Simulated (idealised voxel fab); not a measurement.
Name of the process module below: voxel self aligned vias
Displayed cross-section: cut, width of 255 nm, square cells sized 5 nm.
A cross-section is a grid of square cells, given in bands from the top down. A band is one or more rows of cells.
Top height, bottom height, nm. Materials left to right, width each, nm. Single material + "full width" = fills band edge to edge. "empty" = empty.
Convention: height 0 is the level below which the wafer, as received, is all one material. The lowest band does not terminate at the bottom but continues downward, represented as "0 and below".
Quick explanation for "30..40": the width changes in equal steps down the rows of cells, from the first number in the band's top row to the second number in its bottom row.
Where the words "same as before" appear for a step, the cross-section shows no cell changed by that step; every cell remained as before.
Look at "Closed internal cavities" for the closed voids: empty spaces with no open path to the top, sized 8 cells or up. Each is width x height at distance, distance from the left edge, all nm.
On each step's line, the part that comes after the settings is the simulator's own comment on the step.
overlay nm: right-of-plan distance of the mask on a masked step; negative values mean left-of-plan.
So the way this works: pairs, before and after one process step. The after picture only goes down to the lowest band that actually changed, nothing below. Step and its settings are under each pair. And watch out, pairs might come from different runs of this module, same starting wafer though, so a pair only follows on from the one above if its "Prior to step" entry tells you so.

## Prior to step
> 0 and below = Si full width
> Closed internal cavities: none

## Post-Step Section View
> 10 down to 0 = SiO2 full width
> For the remainder of the cross-section, below 0, there is no change.
> Closed internal cavities: none
In between the before and after cross-sections above, the step is CONFORMAL_DEP: material SiO2, thk nm 10

Prior to step: see the after view in the pair directly above.

## Post-Step Section View
> 15 down to 10 = SiCN full width
> For the remainder of the cross-section, below 10, there is no change.
> Closed internal cavities: none
In between the before and after cross-sections above, the step is CONFORMAL_DEP: material SiCN, thk nm 5

Prior to step: see the after view in the pair directly above.

## Post-Step Section View
> 40 down to 15 = SiO2 full width
> For the remainder of the cross-section, below 15, there is no change.
> Closed internal cavities: none
In between the before and after cross-sections above, the step is DIRECTIONAL_DEP: material SiO2, thk nm 25

Prior to step: see the after view in the pair directly above.

## Post-Step Section View
> 40 down to 15 = 55 SiO2, then 25 empty, then 35 SiO2, then 25 empty, then 35 SiO2, then 25 empty, then 55 SiO2
> For the remainder of the cross-section, below 15, there is no change.
> Closed internal cavities: none
In between the before and after cross-sections above, the step is MASKED_ETCH: tone open, mask id LINES, width nm 25, pitch nm 60, etch materials SiO2, depth nm 25, overlay nm 0

Prior to step: see the after view in the pair directly above.

## Post-Step Section View
> 45 down to 40 = 60 TiN, then 15 empty, then 45 TiN, then 15 empty, then 45 TiN, then 15 empty, then 60 TiN
> 40 down to 20 = 55 SiO2, then 5 TiN, then 15 empty, then 5 TiN, then 35 SiO2, then 5 TiN, then 15 empty, then 5 TiN, then 35 SiO2, then 5 TiN, then 15 empty, then 5 TiN, then 55 SiO2
> 20 down to 15 = 55 SiO2, then 25 TiN, then 35 SiO2, then 25 TiN, then 35 SiO2, then 25 TiN, then 55 SiO2
> For the remainder of the cross-section, below 15, there is no change.
> Closed internal cavities: none
In between the before and after cross-sections above, the step is CONFORMAL_DEP: material TiN, thk nm 5

Prior to step: see the after view in the pair directly above.

## Post-Step Section View
> 50 down to 45 = W full width
> 45 down to 40 = 60 TiN, then 15 W, then 45 TiN, then 15 W, then 45 TiN, then 15 W, then 60 TiN
> 40 down to 20 = 55 SiO2, then 5 TiN, then 15 W, then 5 TiN, then 35 SiO2, then 5 TiN, then 15 W, then 5 TiN, then 35 SiO2, then 5 TiN, then 15 W, then 5 TiN, then 55 SiO2
> For the remainder of the cross-section, below 20, there is no change.
> Closed internal cavities: none
In between the before and after cross-sections above, the step is FILL_DEP: material W, thk nm 5

Prior to step: see the after view in the pair directly above.

## Post-Step Section View
> 40 down to 20 = 55 SiO2, then 5 TiN, then 15 W, then 5 TiN, then 35 SiO2, then 5 TiN, then 15 W, then 5 TiN, then 35 SiO2, then 5 TiN, then 15 W, then 5 TiN, then 55 SiO2
> For the remainder of the cross-section, below 20, there is no change.
> Closed internal cavities: none
In between the before and after cross-sections above, the step is CMP: height nm 40

Prior to step: see the after view in the pair directly above.

## Post-Step Section View
> 40 down to 30 = 55 SiO2, then 25 empty, then 35 SiO2, then 25 empty, then 35 SiO2, then 25 empty, then 55 SiO2
> For the remainder of the cross-section, below 30, there is no change.
> Closed internal cavities: none
In between the before and after cross-sections above, the step is SELECTIVE_ETCH: etch materials W Ru TiN, depth nm 10

Prior to step: see the after view in the pair directly above.

## Post-Step Section View
> 50 down to 40 = SiN full width
> 40 down to 30 = 55 SiO2, then 25 SiN, then 35 SiO2, then 25 SiN, then 35 SiO2, then 25 SiN, then 55 SiO2
> For the remainder of the cross-section, below 30, there is no change.
> Closed internal cavities: none
In between the before and after cross-sections above, the step is FILL_DEP: material SiN, thk nm 10

Prior to step: see the after view in the pair directly above.

## Post-Step Section View
> 40 down to 30 = 55 SiO2, then 25 SiN, then 35 SiO2, then 25 SiN, then 35 SiO2, then 25 SiN, then 55 SiO2
> For the remainder of the cross-section, below 30, there is no change.
> Closed internal cavities: none
In between the before and after cross-sections above, the step is CMP: height nm 40

Prior to step: see the after view in the pair directly above.

## Post-Step Section View
> 60 down to 40 = SiO2 full width
> For the remainder of the cross-section, below 40, there is no change.
> Closed internal cavities: none
In between the before and after cross-sections above, the step is DIRECTIONAL_DEP: material SiO2, thk nm 20

Prior to step: see the after view in the pair directly above.

## Post-Step Section View
> 60 down to 40 = 45 SiO2, then 45 empty, then 75 SiO2, then 45 empty, then 45 SiO2
> For the remainder of the cross-section, below 40, there is no change.
> Closed internal cavities: none
In between the before and after cross-sections above, the step is MASKED_ETCH: tone open, mask id VIAS, width nm 45, pitch nm 120, etch materials SiO2, depth nm 20, overlay nm 0

Prior to step: see the after view in the pair directly above.

## Post-Step Section View
> 60 down to 40 = 45 SiO2, then 45 empty, then 75 SiO2, then 45 empty, then 45 SiO2
> 40 down to 30 = 55 SiO2, then 25 empty, then 35 SiO2, then 25 SiN, then 35 SiO2, then 25 empty, then 55 SiO2
> For the remainder of the cross-section, below 30, there is no change.
> Closed internal cavities: none
In between the before and after cross-sections above, the step is MASKED_ETCH: tone open, mask id VIAS, width nm 45, pitch nm 120, etch materials SiN, depth nm 10, overlay nm 0

Prior to step: see the after view in the pair directly above.

## Post-Step Section View
> 65 down to 60 = 50 TiN, then 35 empty, then 85 TiN, then 35 empty, then 50 TiN
> 60 down to 45 = 45 SiO2, then 5 TiN, then 35 empty, then 5 TiN, then 75 SiO2, then 5 TiN, then 35 empty, then 5 TiN, then 45 SiO2
> 45 down to 40 = 45 SiO2, then 15 TiN, then 15 empty, then 15 TiN, then 75 SiO2, then 15 TiN, then 15 empty, then 15 TiN, then 45 SiO2
> 40 down to 35 = 55 SiO2, then 5 TiN, then 15 empty, then 5 TiN, then 35 SiO2, then 25 SiN, then 35 SiO2, then 5 TiN, then 15 empty, then 5 TiN, then 55 SiO2
> 35 down to 30 = 55 SiO2, then 25 TiN, then 35 SiO2, then 25 SiN, then 35 SiO2, then 25 TiN, then 55 SiO2
> For the remainder of the cross-section, below 30, there is no change.
> Closed internal cavities: none
In between the before and after cross-sections above, the step is CONFORMAL_DEP: material TiN, thk nm 5

Prior to step: see the after view in the pair directly above.

## Post-Step Section View
> 70 down to 65 = Cu full width
> 65 down to 60 = 50 TiN, then 35 Cu, then 85 TiN, then 35 Cu, then 50 TiN
> 60 down to 45 = 45 SiO2, then 5 TiN, then 35 Cu, then 5 TiN, then 75 SiO2, then 5 TiN, then 35 Cu, then 5 TiN, then 45 SiO2
> 45 down to 40 = 45 SiO2, then 15 TiN, then 15 Cu, then 15 TiN, then 75 SiO2, then 15 TiN, then 15 Cu, then 15 TiN, then 45 SiO2
> 40 down to 35 = 55 SiO2, then 5 TiN, then 15 Cu, then 5 TiN, then 35 SiO2, then 25 SiN, then 35 SiO2, then 5 TiN, then 15 Cu, then 5 TiN, then 55 SiO2
> For the remainder of the cross-section, below 35, there is no change.
> Closed internal cavities: none
In between the before and after cross-sections above, the step is FILL_DEP: material Cu, thk nm 5

Prior to step: see the after view in the pair directly above.

## Post-Step Section View
> 60 down to 45 = 45 SiO2, then 5 TiN, then 35 Cu, then 5 TiN, then 75 SiO2, then 5 TiN, then 35 Cu, then 5 TiN, then 45 SiO2
> For the remainder of the cross-section, below 45, there is no change.
> Closed internal cavities: none
In between the before and after cross-sections above, the step is CMP: height nm 60

Prior to step: see the after view in the pair directly above.

## Post-Step Section View
> 65 down to 60 = SiCN full width
> For the remainder of the cross-section, below 60, there is no change.
> Closed internal cavities: none
In between the before and after cross-sections above, the step is CONFORMAL_DEP: material SiCN, thk nm 5

## Prior to step
> 10 down to 0 = SiO2 full width
> 0 and below = Si full width
> Closed internal cavities: none

## Post-Step Section View
> 35 down to 0 = SiO2 full width
> For the remainder of the cross-section, below 0, there is no change.
> Closed internal cavities: none
In between the before and after cross-sections above, the step is DIRECTIONAL_DEP: material SiO2, thk nm 25

Prior to step: see the after view in the pair directly above.

## Post-Step Section View
> 35 down to 10 = 55 SiO2, then 25 empty, then 35 SiO2, then 25 empty, then 35 SiO2, then 25 empty, then 55 SiO2
> For the remainder of the cross-section, below 10, there is no change.
> Closed internal cavities: none
In between the before and after cross-sections above, the step is MASKED_ETCH: tone open, mask id LINES, width nm 25, pitch nm 60, etch materials SiO2, depth nm 25, overlay nm 0

Prior to step: see the after view in the pair directly above.

## Post-Step Section View
> 40 down to 35 = 60 TiN, then 15 empty, then 45 TiN, then 15 empty, then 45 TiN, then 15 empty, then 60 TiN
> 35 down to 15 = 55 SiO2, then 5 TiN, then 15 empty, then 5 TiN, then 35 SiO2, then 5 TiN, then 15 empty, then 5 TiN, then 35 SiO2, then 5 TiN, then 15 empty, then 5 TiN, then 55 SiO2
> 15 down to 10 = 55 SiO2, then 25 TiN, then 35 SiO2, then 25 TiN, then 35 SiO2, then 25 TiN, then 55 SiO2
> For the remainder of the cross-section, below 10, there is no change.
> Closed internal cavities: none
In between the before and after cross-sections above, the step is CONFORMAL_DEP: material TiN, thk nm 5

Prior to step: see the after view in the pair directly above.

## Post-Step Section View
> 45 down to 40 = W full width
> 40 down to 35 = 60 TiN, then 15 W, then 45 TiN, then 15 W, then 45 TiN, then 15 W, then 60 TiN
> 35 down to 15 = 55 SiO2, then 5 TiN, then 15 W, then 5 TiN, then 35 SiO2, then 5 TiN, then 15 W, then 5 TiN, then 35 SiO2, then 5 TiN, then 15 W, then 5 TiN, then 55 SiO2
> For the remainder of the cross-section, below 15, there is no change.
> Closed internal cavities: none
In between the before and after cross-sections above, the step is FILL_DEP: material W, thk nm 5

Prior to step: see the after view in the pair directly above.

## Post-Step Section View
> 40 down to 35 = 60 TiN, then 15 W, then 45 TiN, then 15 W, then 45 TiN, then 15 W, then 60 TiN
> For the remainder of the cross-section, below 35, there is no change.
> Closed internal cavities: none
In between the before and after cross-sections above, the step is CMP: height nm 40

Prior to step: see the after view in the pair directly above.

## Post-Step Section View
> 35 down to 30 = 55 SiO2, then 25 empty, then 35 SiO2, then 25 empty, then 35 SiO2, then 25 empty, then 55 SiO2
> For the remainder of the cross-section, below 30, there is no change.
> Closed internal cavities: none
In between the before and after cross-sections above, the step is SELECTIVE_ETCH: etch materials W Ru TiN, depth nm 10

Prior to step: see the after view in the pair directly above.

## Post-Step Section View
> 45 down to 35 = SiN full width
> 35 down to 30 = 55 SiO2, then 25 SiN, then 35 SiO2, then 25 SiN, then 35 SiO2, then 25 SiN, then 55 SiO2
> For the remainder of the cross-section, below 30, there is no change.
> Closed internal cavities: none
In between the before and after cross-sections above, the step is FILL_DEP: material SiN, thk nm 10

Prior to step: see the after view in the pair directly above.

## Post-Step Section View
> 40 down to 35 = SiN full width
> For the remainder of the cross-section, below 35, there is no change.
> Closed internal cavities: none
In between the before and after cross-sections above, the step is CMP: height nm 40

Prior to step: see the after view in the pair directly above.

## Post-Step Section View
> 60 down to 40 = SiO2 full width
> For the remainder of the cross-section, below 40, there is no change.
> Closed internal cavities: none
In between the before and after cross-sections above, the step is DIRECTIONAL_DEP: material SiO2, thk nm 20

Prior to step: see the after view in the pair directly above.

## Post-Step Section View
> 60 down to 40 = 45 SiO2, then 45 empty, then 75 SiO2, then 45 empty, then 45 SiO2
> For the remainder of the cross-section, below 40, there is no change.
> Closed internal cavities: none
In between the before and after cross-sections above, the step is MASKED_ETCH: tone open, mask id VIAS, width nm 45, pitch nm 120, etch materials SiO2, depth nm 20, overlay nm 0

Prior to step: see the after view in the pair directly above.

## Post-Step Section View
> 60 down to 40 = 45 SiO2, then 45 empty, then 75 SiO2, then 45 empty, then 45 SiO2
> 40 down to 35 = 45 SiN, then 45 empty, then 75 SiN, then 45 empty, then 45 SiN
> 35 down to 30 = 55 SiO2, then 25 empty, then 35 SiO2, then 25 SiN, then 35 SiO2, then 25 empty, then 55 SiO2
> For the remainder of the cross-section, below 30, there is no change.
> Closed internal cavities: none
In between the before and after cross-sections above, the step is MASKED_ETCH: tone open, mask id VIAS, width nm 45, pitch nm 120, etch materials SiN, depth nm 10, overlay nm 0

Prior to step: see the after view in the pair directly above.

## Post-Step Section View
> 65 down to 60 = 50 TiN, then 35 empty, then 85 TiN, then 35 empty, then 50 TiN
> 60 down to 40 = 45 SiO2, then 5 TiN, then 35 empty, then 5 TiN, then 75 SiO2, then 5 TiN, then 35 empty, then 5 TiN, then 45 SiO2
> 40 down to 35 = 45 SiN, then 15 TiN, then 15 empty, then 15 TiN, then 75 SiN, then 15 TiN, then 15 empty, then 15 TiN, then 45 SiN
> 35 down to 30 = 55 SiO2, then 25 TiN, then 35 SiO2, then 25 SiN, then 35 SiO2, then 25 TiN, then 55 SiO2
> For the remainder of the cross-section, below 30, there is no change.
> Closed internal cavities: none
In between the before and after cross-sections above, the step is CONFORMAL_DEP: material TiN, thk nm 5

Prior to step: see the after view in the pair directly above.

## Post-Step Section View
> 70 down to 65 = Cu full width
> 65 down to 60 = 50 TiN, then 35 Cu, then 85 TiN, then 35 Cu, then 50 TiN
> 60 down to 40 = 45 SiO2, then 5 TiN, then 35 Cu, then 5 TiN, then 75 SiO2, then 5 TiN, then 35 Cu, then 5 TiN, then 45 SiO2
> 40 down to 35 = 45 SiN, then 15 TiN, then 15 Cu, then 15 TiN, then 75 SiN, then 15 TiN, then 15 Cu, then 15 TiN, then 45 SiN
> For the remainder of the cross-section, below 35, there is no change.
> Closed internal cavities: none
In between the before and after cross-sections above, the step is FILL_DEP: material Cu, thk nm 5

Prior to step: see the after view in the pair directly above.

## Post-Step Section View
> 60 down to 40 = 45 SiO2, then 5 TiN, then 35 Cu, then 5 TiN, then 75 SiO2, then 5 TiN, then 35 Cu, then 5 TiN, then 45 SiO2
> For the remainder of the cross-section, below 40, there is no change.
> Closed internal cavities: none
In between the before and after cross-sections above, the step is CMP: height nm 60

Prior to step: see the after view in the pair directly above.

## Post-Step Section View
> 65 down to 60 = SiCN full width
> For the remainder of the cross-section, below 60, there is no change.
> Closed internal cavities: none
In between the before and after cross-sections above, the step is CONFORMAL_DEP: material SiCN, thk nm 5

## Prior to step
> 60 down to 40 = 45 SiO2, then 45 empty, then 75 SiO2, then 45 empty, then 45 SiO2
> 40 down to 30 = 55 SiO2, then 25 SiN, then 35 SiO2, then 25 SiN, then 35 SiO2, then 25 SiN, then 55 SiO2
> 30 down to 20 = 55 SiO2, then 5 TiN, then 15 W, then 5 TiN, then 35 SiO2, then 5 TiN, then 15 W, then 5 TiN, then 35 SiO2, then 5 TiN, then 15 W, then 5 TiN, then 55 SiO2
> 20 down to 15 = 55 SiO2, then 25 TiN, then 35 SiO2, then 25 TiN, then 35 SiO2, then 25 TiN, then 55 SiO2
> 15 down to 10 = SiCN full width
> 10 down to 0 = SiO2 full width
> 0 and below = Si full width
> Closed internal cavities: none

## Post-Step Section View
> 60 down to 40 = 45 SiO2, then 45 empty, then 75 SiO2, then 45 empty, then 45 SiO2
> 40 down to 30 = 45 SiO2, then 10 empty, then 25 SiN, then 10 empty, then 25 SiO2, then 25 SiN, then 25 SiO2, then 10 empty, then 25 SiN, then 10 empty, then 45 SiO2
> 30 down to 20 = 45 SiO2, then 10 empty, then 5 TiN, then 15 W, then 5 TiN, then 10 empty, then 25 SiO2, then 5 TiN, then 15 W, then 5 TiN, then 25 SiO2, then 10 empty, then 5 TiN, then 15 W, then 5 TiN, then 10 empty, then 45 SiO2
> For the remainder of the cross-section, below 20, there is no change.
> Closed internal cavities: none
In between the before and after cross-sections above, the step is MASKED_ETCH: tone open, mask id VIAS, width nm 45, pitch nm 120, etch materials SiO2, depth nm 20, overlay nm 0

Prior to step: see the after view in the pair directly above.

## Post-Step Section View
> 60 down to 40 = 45 SiO2, then 45 empty, then 75 SiO2, then 45 empty, then 45 SiO2
> 40 down to 30 = 45 SiO2, then 45 empty, then 25 SiO2, then 25 SiN, then 25 SiO2, then 45 empty, then 45 SiO2
> For the remainder of the cross-section, below 30, there is no change.
> Closed internal cavities: none
In between the before and after cross-sections above, the step is MASKED_ETCH: tone open, mask id VIAS, width nm 45, pitch nm 120, etch materials SiN, depth nm 10, overlay nm 0

Prior to step: see the after view in the pair directly above.

## Post-Step Section View
> 65 down to 60 = 50 TiN, then 35 empty, then 85 TiN, then 35 empty, then 50 TiN
> 60 down to 40 = 45 SiO2, then 5 TiN, then 35 empty, then 5 TiN, then 75 SiO2, then 5 TiN, then 35 empty, then 5 TiN, then 45 SiO2
> 40 down to 35 = 45 SiO2, then 5 TiN, then 35 empty, then 5 TiN, then 25 SiO2, then 25 SiN, then 25 SiO2, then 5 TiN, then 35 empty, then 5 TiN, then 45 SiO2
> 35 down to 30 = 45 SiO2, then 45 TiN, then 25 SiO2, then 25 SiN, then 25 SiO2, then 45 TiN, then 45 SiO2
> 30 down to 20 = 45 SiO2, then 15 TiN, then 15 W, then 15 TiN, then 25 SiO2, then 5 TiN, then 15 W, then 5 TiN, then 25 SiO2, then 15 TiN, then 15 W, then 15 TiN, then 45 SiO2
> For the remainder of the cross-section, below 20, there is no change.
> Closed internal cavities: none
In between the before and after cross-sections above, the step is CONFORMAL_DEP: material TiN, thk nm 5

Prior to step: see the after view in the pair directly above.

## Post-Step Section View
> 70 down to 65 = Cu full width
> 65 down to 60 = 50 TiN, then 35 Cu, then 85 TiN, then 35 Cu, then 50 TiN
> 60 down to 40 = 45 SiO2, then 5 TiN, then 35 Cu, then 5 TiN, then 75 SiO2, then 5 TiN, then 35 Cu, then 5 TiN, then 45 SiO2
> 40 down to 35 = 45 SiO2, then 5 TiN, then 35 Cu, then 5 TiN, then 25 SiO2, then 25 SiN, then 25 SiO2, then 5 TiN, then 35 Cu, then 5 TiN, then 45 SiO2
> For the remainder of the cross-section, below 35, there is no change.
> Closed internal cavities: none
In between the before and after cross-sections above, the step is FILL_DEP: material Cu, thk nm 5

Prior to step: see the after view in the pair directly above.

## Post-Step Section View
> 60 down to 40 = 45 SiO2, then 5 TiN, then 35 Cu, then 5 TiN, then 75 SiO2, then 5 TiN, then 35 Cu, then 5 TiN, then 45 SiO2
> For the remainder of the cross-section, below 40, there is no change.
> Closed internal cavities: none
In between the before and after cross-sections above, the step is CMP: height nm 60

Prior to step: see the after view in the pair directly above.

## Post-Step Section View
> 65 down to 60 = SiCN full width
> For the remainder of the cross-section, below 60, there is no change.
> Closed internal cavities: none
In between the before and after cross-sections above, the step is CONFORMAL_DEP: material SiCN, thk nm 5

## Prior to step
> 40 down to 30 = 55 SiO2, then 25 SiN, then 35 SiO2, then 25 SiN, then 35 SiO2, then 25 SiN, then 55 SiO2
> 30 down to 20 = 55 SiO2, then 5 TiN, then 15 W, then 5 TiN, then 35 SiO2, then 5 TiN, then 15 W, then 5 TiN, then 35 SiO2, then 5 TiN, then 15 W, then 5 TiN, then 55 SiO2
> 20 down to 15 = 55 SiO2, then 25 TiN, then 35 SiO2, then 25 TiN, then 35 SiO2, then 25 TiN, then 55 SiO2
> 15 down to 10 = SiCN full width
> 10 down to 0 = SiO2 full width
> 0 and below = Si full width
> Closed internal cavities: none

## Post-Step Section View
> 40 down to 30 = 45 SiO2, then 10 empty, then 25 SiN, then 10 empty, then 25 SiO2, then 25 SiN, then 25 SiO2, then 10 empty, then 25 SiN, then 10 empty, then 45 SiO2
> 30 down to 20 = 45 SiO2, then 10 empty, then 5 TiN, then 15 W, then 5 TiN, then 10 empty, then 25 SiO2, then 5 TiN, then 15 W, then 5 TiN, then 25 SiO2, then 10 empty, then 5 TiN, then 15 W, then 5 TiN, then 10 empty, then 45 SiO2
> For the remainder of the cross-section, below 20, there is no change.
> Closed internal cavities: none
In between the before and after cross-sections above, the step is MASKED_ETCH: tone open, mask id VIAS, width nm 45, pitch nm 120, etch materials SiO2, depth nm 20, overlay nm 0

Prior to step: see the after view in the pair directly above.

## Post-Step Section View
> 60 down to 40 = 45 SiO2, then 10 empty, then 25 SiO2, then 10 empty, then 75 SiO2, then 10 empty, then 25 SiO2, then 10 empty, then 45 SiO2
> 40 down to 30 = 55 SiO2, then 25 SiN, then 35 SiO2, then 25 SiN, then 35 SiO2, then 25 SiN, then 55 SiO2
> 30 down to 20 = 55 SiO2, then 5 TiN, then 15 W, then 5 TiN, then 35 SiO2, then 5 TiN, then 15 W, then 5 TiN, then 35 SiO2, then 5 TiN, then 15 W, then 5 TiN, then 55 SiO2
> For the remainder of the cross-section, below 20, there is no change.
> Closed internal cavities: none
In between the before and after cross-sections above, the step is DIRECTIONAL_DEP: material SiO2, thk nm 20

Prior to step: see the after view in the pair directly above.

## Post-Step Section View
> 65 down to 60 = TiN full width
> 60 down to 40 = 45 SiO2, then 10 TiN, then 25 SiO2, then 10 TiN, then 75 SiO2, then 10 TiN, then 25 SiO2, then 10 TiN, then 45 SiO2
> For the remainder of the cross-section, below 40, there is no change.
> Closed internal cavities: none
In between the before and after cross-sections above, the step is CONFORMAL_DEP: material TiN, thk nm 5

Prior to step: see the after view in the pair directly above.

## Post-Step Section View
> 70 down to 65 = Cu full width
> For the remainder of the cross-section, below 65, there is no change.
> Closed internal cavities: none
In between the before and after cross-sections above, the step is FILL_DEP: material Cu, thk nm 5

Prior to step: see the after view in the pair directly above.

## Post-Step Section View
> 60 down to 40 = 45 SiO2, then 10 TiN, then 25 SiO2, then 10 TiN, then 75 SiO2, then 10 TiN, then 25 SiO2, then 10 TiN, then 45 SiO2
> For the remainder of the cross-section, below 40, there is no change.
> Closed internal cavities: none
In between the before and after cross-sections above, the step is CMP: height nm 60

Prior to step: see the after view in the pair directly above.

## Post-Step Section View
> 65 down to 60 = SiCN full width
> For the remainder of the cross-section, below 60, there is no change.
> Closed internal cavities: none
In between the before and after cross-sections above, the step is CONFORMAL_DEP: material SiCN, thk nm 5

## Prior to step
> 50 down to 45 = W full width
> 45 down to 40 = 60 TiN, then 15 W, then 45 TiN, then 15 W, then 45 TiN, then 15 W, then 60 TiN
> 40 down to 20 = 55 SiO2, then 5 TiN, then 15 W, then 5 TiN, then 35 SiO2, then 5 TiN, then 15 W, then 5 TiN, then 35 SiO2, then 5 TiN, then 15 W, then 5 TiN, then 55 SiO2
> 20 down to 15 = 55 SiO2, then 25 TiN, then 35 SiO2, then 25 TiN, then 35 SiO2, then 25 TiN, then 55 SiO2
> 15 down to 10 = SiCN full width
> 10 down to 0 = SiO2 full width
> 0 and below = Si full width
> Closed internal cavities: none

## Post-Step Section View
> 30 down to 20 = 55 SiO2, then 5 TiN, then 15 W, then 5 TiN, then 35 SiO2, then 5 TiN, then 15 W, then 5 TiN, then 35 SiO2, then 5 TiN, then 15 W, then 5 TiN, then 55 SiO2
> For the remainder of the cross-section, below 20, there is no change.
> Closed internal cavities: none
In between the before and after cross-sections above, the step is CMP: height nm 30

Prior to step: see the after view in the pair directly above.

## Post-Step Section View
> 30 down to 20 = 55 SiO2, then 25 empty, then 35 SiO2, then 25 empty, then 35 SiO2, then 25 empty, then 55 SiO2
> For the remainder of the cross-section, below 20, there is no change.
> Closed internal cavities: none
In between the before and after cross-sections above, the step is SELECTIVE_ETCH: etch materials W Ru TiN, depth nm 10

Prior to step: see the after view in the pair directly above.

## Post-Step Section View
> 40 down to 30 = SiN full width
> 30 down to 20 = 55 SiO2, then 25 SiN, then 35 SiO2, then 25 SiN, then 35 SiO2, then 25 SiN, then 55 SiO2
> For the remainder of the cross-section, below 20, there is no change.
> Closed internal cavities: none
In between the before and after cross-sections above, the step is FILL_DEP: material SiN, thk nm 10

Prior to step: see the after view in the pair directly above.

## Post-Step Section View
> 60 down to 40 = SiO2 full width
> For the remainder of the cross-section, below 40, there is no change.
> Closed internal cavities: none
In between the before and after cross-sections above, the step is DIRECTIONAL_DEP: material SiO2, thk nm 20

Prior to step: see the after view in the pair directly above.

## Post-Step Section View
> 60 down to 40 = 45 SiO2, then 45 empty, then 75 SiO2, then 45 empty, then 45 SiO2
> For the remainder of the cross-section, below 40, there is no change.
> Closed internal cavities: none
In between the before and after cross-sections above, the step is MASKED_ETCH: tone open, mask id VIAS, width nm 45, pitch nm 120, etch materials SiO2, depth nm 20, overlay nm 0

Prior to step: see the after view in the pair directly above.

## Post-Step Section View
> 60 down to 40 = 45 SiO2, then 45 empty, then 75 SiO2, then 45 empty, then 45 SiO2
> 40 down to 30 = 45 SiN, then 45 empty, then 75 SiN, then 45 empty, then 45 SiN
> For the remainder of the cross-section, below 30, there is no change.
> Closed internal cavities: none
In between the before and after cross-sections above, the step is MASKED_ETCH: tone open, mask id VIAS, width nm 45, pitch nm 120, etch materials SiN, depth nm 10, overlay nm 0

Prior to step: see the after view in the pair directly above.

## Post-Step Section View
> 65 down to 60 = 50 TiN, then 35 empty, then 85 TiN, then 35 empty, then 50 TiN
> 60 down to 40 = 45 SiO2, then 5 TiN, then 35 empty, then 5 TiN, then 75 SiO2, then 5 TiN, then 35 empty, then 5 TiN, then 45 SiO2
> 40 down to 35 = 45 SiN, then 5 TiN, then 35 empty, then 5 TiN, then 75 SiN, then 5 TiN, then 35 empty, then 5 TiN, then 45 SiN
> 35 down to 30 = 45 SiN, then 45 TiN, then 75 SiN, then 45 TiN, then 45 SiN
> For the remainder of the cross-section, below 30, there is no change.
> Closed internal cavities: none
In between the before and after cross-sections above, the step is CONFORMAL_DEP: material TiN, thk nm 5

Prior to step: see the after view in the pair directly above.

## Post-Step Section View
> 70 down to 65 = Cu full width
> 65 down to 60 = 50 TiN, then 35 Cu, then 85 TiN, then 35 Cu, then 50 TiN
> 60 down to 40 = 45 SiO2, then 5 TiN, then 35 Cu, then 5 TiN, then 75 SiO2, then 5 TiN, then 35 Cu, then 5 TiN, then 45 SiO2
> 40 down to 35 = 45 SiN, then 5 TiN, then 35 Cu, then 5 TiN, then 75 SiN, then 5 TiN, then 35 Cu, then 5 TiN, then 45 SiN
> For the remainder of the cross-section, below 35, there is no change.
> Closed internal cavities: none
In between the before and after cross-sections above, the step is FILL_DEP: material Cu, thk nm 5

Prior to step: see the after view in the pair directly above.

## Post-Step Section View
> 60 down to 40 = 45 SiO2, then 5 TiN, then 35 Cu, then 5 TiN, then 75 SiO2, then 5 TiN, then 35 Cu, then 5 TiN, then 45 SiO2
> For the remainder of the cross-section, below 40, there is no change.
> Closed internal cavities: none
In between the before and after cross-sections above, the step is CMP: height nm 60

Prior to step: see the after view in the pair directly above.

## Post-Step Section View
> 65 down to 60 = SiCN full width
> For the remainder of the cross-section, below 60, there is no change.
> Closed internal cavities: none
In between the before and after cross-sections above, the step is CONFORMAL_DEP: material SiCN, thk nm 5

## Prior to step
> 60 down to 40 = SiO2 full width
> 40 down to 30 = 55 SiO2, then 25 SiN, then 35 SiO2, then 25 SiN, then 35 SiO2, then 25 SiN, then 55 SiO2
> 30 down to 20 = 55 SiO2, then 5 TiN, then 15 W, then 5 TiN, then 35 SiO2, then 5 TiN, then 15 W, then 5 TiN, then 35 SiO2, then 5 TiN, then 15 W, then 5 TiN, then 55 SiO2
> 20 down to 15 = 55 SiO2, then 25 TiN, then 35 SiO2, then 25 TiN, then 35 SiO2, then 25 TiN, then 55 SiO2
> 15 down to 10 = SiCN full width
> 10 down to 0 = SiO2 full width
> 0 and below = Si full width
> Closed internal cavities: none

## Post-Step Section View
> 60 down to 40 = 45 SiO2, then 50 empty, then 70 SiO2, then 50 empty, then 40 SiO2
> For the remainder of the cross-section, below 40, there is no change.
> Closed internal cavities: none
In between the before and after cross-sections above, the step is MASKED_ETCH: tone open, mask id VIAS, width nm 50, pitch nm 120, etch materials SiO2, depth nm 20, overlay nm 0

Prior to step: see the after view in the pair directly above.

## Post-Step Section View
> 60 down to 40 = 45 SiO2, then 50 empty, then 70 SiO2, then 50 empty, then 40 SiO2
> 40 down to 30 = 55 SiO2, then 25 empty, then 35 SiO2, then 25 SiN, then 35 SiO2, then 25 empty, then 55 SiO2
> For the remainder of the cross-section, below 30, there is no change.
> Closed internal cavities: none
In between the before and after cross-sections above, the step is MASKED_ETCH: tone open, mask id VIAS, width nm 45, pitch nm 120, etch materials SiN, depth nm 10, overlay nm 0

Prior to step: see the after view in the pair directly above.

## Post-Step Section View
> 65 down to 60 = 50 TiN, then 40 empty, then 80 TiN, then 40 empty, then 45 TiN
> 60 down to 45 = 45 SiO2, then 5 TiN, then 40 empty, then 5 TiN, then 70 SiO2, then 5 TiN, then 40 empty, then 5 TiN, then 40 SiO2
> 45 down to 40 = 45 SiO2, then 15 TiN, then 15 empty, then 20 TiN, then 70 SiO2, then 15 TiN, then 15 empty, then 20 TiN, then 40 SiO2
> 40 down to 35 = 55 SiO2, then 5 TiN, then 15 empty, then 5 TiN, then 35 SiO2, then 25 SiN, then 35 SiO2, then 5 TiN, then 15 empty, then 5 TiN, then 55 SiO2
> 35 down to 30 = 55 SiO2, then 25 TiN, then 35 SiO2, then 25 SiN, then 35 SiO2, then 25 TiN, then 55 SiO2
> For the remainder of the cross-section, below 30, there is no change.
> Closed internal cavities: none
In between the before and after cross-sections above, the step is CONFORMAL_DEP: material TiN, thk nm 5
